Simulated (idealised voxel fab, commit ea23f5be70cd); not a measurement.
Presented below is a process module, voxel self aligned contacts.
The cross-section on display is named cut; it measures 235 nm wide, and its cells are 5 nm squares.
Notation: cross-section as square-cell grid; stated in bands, top first, going down; one or more cell rows per band. Band: top and bottom heights (nm) first, top before bottom; then materials from left to right, widths in nm. "throughout" marks a sole material filling the band edge to edge. "empty" denotes empty space. Height 0 is the level under which the wafer as received is all one material. The lowest band goes on downwards, as in "from 0 down". When a width is written as two numbers, as in "30 to 40", the first number is the width in the top row of cells of the band and the second is the width in its bottom row, and the width changes by the same amount from each row to the next. When a step is marked "remains unaltered", none of the cells in the cross-section changed during that step. You'll see "Entrapped voids" listing empty spaces that have no way open to the top, as long as they're 8 cells or more; the notation is width x height at distance, where the distance is from the left edge, and all of it is in nm. after a step's settings: what the simulator itself notes on the step. overlay nm: for a step with a mask, the amount by which the mask lay right of where it was planned; a negative amount means left of it.

# Steps in the process plan
1) RECEIVE, material Si
2) OXIDIZE, depth nm 5
3) DIRECTIONAL_DEP, material polySi, thk nm 15
4) DIRECTIONAL_DEP, material SiN, thk nm 15
5) PATTERN, tone cover, mask id GATE, material resist, width nm 25, pitch nm 60, thk nm 15, overlay nm 0
6) DIRECTIONAL_ETCH, etch materials SiN, depth nm 15
7) DIRECTIONAL_ETCH, etch materials polySi, depth nm 25
8) STRIP, etch materials resist
9) CONFORMAL_DEP, material SiN, thk nm 5
10) DIRECTIONAL_ETCH, etch materials SiN, depth nm 5
11) FILL_DEP, material SiO2, thk nm 15
12) CMP, height nm 45
13) PATTERN, tone open, mask id CONTACT, material resist, width nm 45, pitch nm 60, thk nm 15, overlay nm 0
14) DIRECTIONAL_ETCH, etch materials SiO2, depth nm 50
15) STRIP, etch materials resist
16) CONFORMAL_DEP, material TiN, thk nm 5
17) FILL_DEP, material W, thk nm 5
18) CMP, height nm 45
19) CONFORMAL_DEP, material SiN, thk nm 5
The value of thk nm given for step 3 in the plan refers to the first wafer; the wafers vary in this setting and are alike at the start.

# As-received cross-section, first of several wafers, post step 1
> from 0 down | Si throughout
> Entrapped voids: none

# Take a look at the first of several wafers in cross-section: the module is done, and step 19 was its last step
> from 50 to 45 | SiN throughout
> from 45 to 35 | 65 of SiO2, then 5 of TiN, then 35 of W, then 5 of TiN, then 15 of SiO2, then 5 of TiN, then 35 of W, then 5 of TiN, then 65 of SiO2
> from 35 to 30 | 65 of SiO2, then 15 of TiN, then 15 of W, then 15 of TiN, then 15 of SiO2, then 15 of TiN, then 15 of W, then 15 of TiN, then 65 of SiO2
> from 30 to 15 | 40 of SiO2, then 35 of SiN, then 5 of TiN, then 15 of W, then 5 of TiN, then 35 of SiN, then 5 of TiN, then 15 of W, then 5 of TiN, then 35 of SiN, then 40 of SiO2
> from 15 to 0 | 40 of SiO2, then 5 of SiN, then 25 of polySi, then 5 of SiN, then 5 of TiN, then 15 of W, then 5 of TiN, then 5 of SiN, then 25 of polySi, then 5 of SiN, then 5 of TiN, then 15 of W, then 5 of TiN, then 5 of SiN, then 25 of polySi, then 5 of SiN, then 40 of SiO2
> from 0 to -5 | 75 of SiO2, then 25 of TiN, then 35 of SiO2, then 25 of TiN, then 75 of SiO2
> from -5 down | Si throughout
> Entrapped voids: none

# The last wafer as seen in cross-section at the end of the module
> from 50 to 45 | SiN throughout
> from 45 to 40 | 40 of SiO2, then 35 of SiN, then 5 of TiN, then 15 of W, then 5 of TiN, then 35 of SiN, then 5 of TiN, then 15 of W, then 5 of TiN, then 35 of SiN, then 40 of SiO2
> from 40 to 20 | 40 of SiO2, then 5 of SiN, then 25 of polySi, then 5 of SiN, then 5 of TiN, then 15 of W, then 5 of TiN, then 5 of SiN, then 25 of polySi, then 5 of SiN, then 5 of TiN, then 15 of W, then 5 of TiN, then 5 of SiN, then 25 of polySi, then 5 of SiN, then 40 of SiO2
> from 20 to 15 | 40 of SiO2, then 5 of SiN, then 25 of polySi, then 5 of SiN, then 25 of TiN, then 5 of SiN, then 25 of polySi, then 5 of SiN, then 25 of TiN, then 5 of SiN, then 25 of polySi, then 5 of SiN, then 40 of SiO2
> from 15 to 0 | polySi throughout
> from 0 to -5 | SiO2 throughout
> from -5 down | Si throughout
> Entrapped voids: none

# Below: a row per wafer. Contents at end of module: for every material, cells gained since receipt (+) or lost since receipt (-); then closed voids
thk nm 15 | -47 Si | +128 SiN | +220 SiO2 | +54 TiN | +70 W | +45 polySi | Entrapped voids: none
thk nm 20 | -47 Si | +134 SiN | +207 SiO2 | +54 TiN | +62 W | +60 polySi | Entrapped voids: none
thk nm 25 | -47 Si | +140 SiN | +194 SiO2 | +54 TiN | +54 W | +75 polySi | Entrapped voids: none
thk nm 30 | -47 Si | +140 SiN | +175 SiO2 | +38 TiN | +42 W | +122 polySi | Entrapped voids: none
thk nm 35 | -47 Si | +119 SiN | +159 SiO2 | +34 TiN | +36 W | +169 polySi | Entrapped voids: none
thk nm 40 | -47 Si | +98 SiN | +143 SiO2 | +30 TiN | +30 W | +216 polySi | Entrapped voids: none
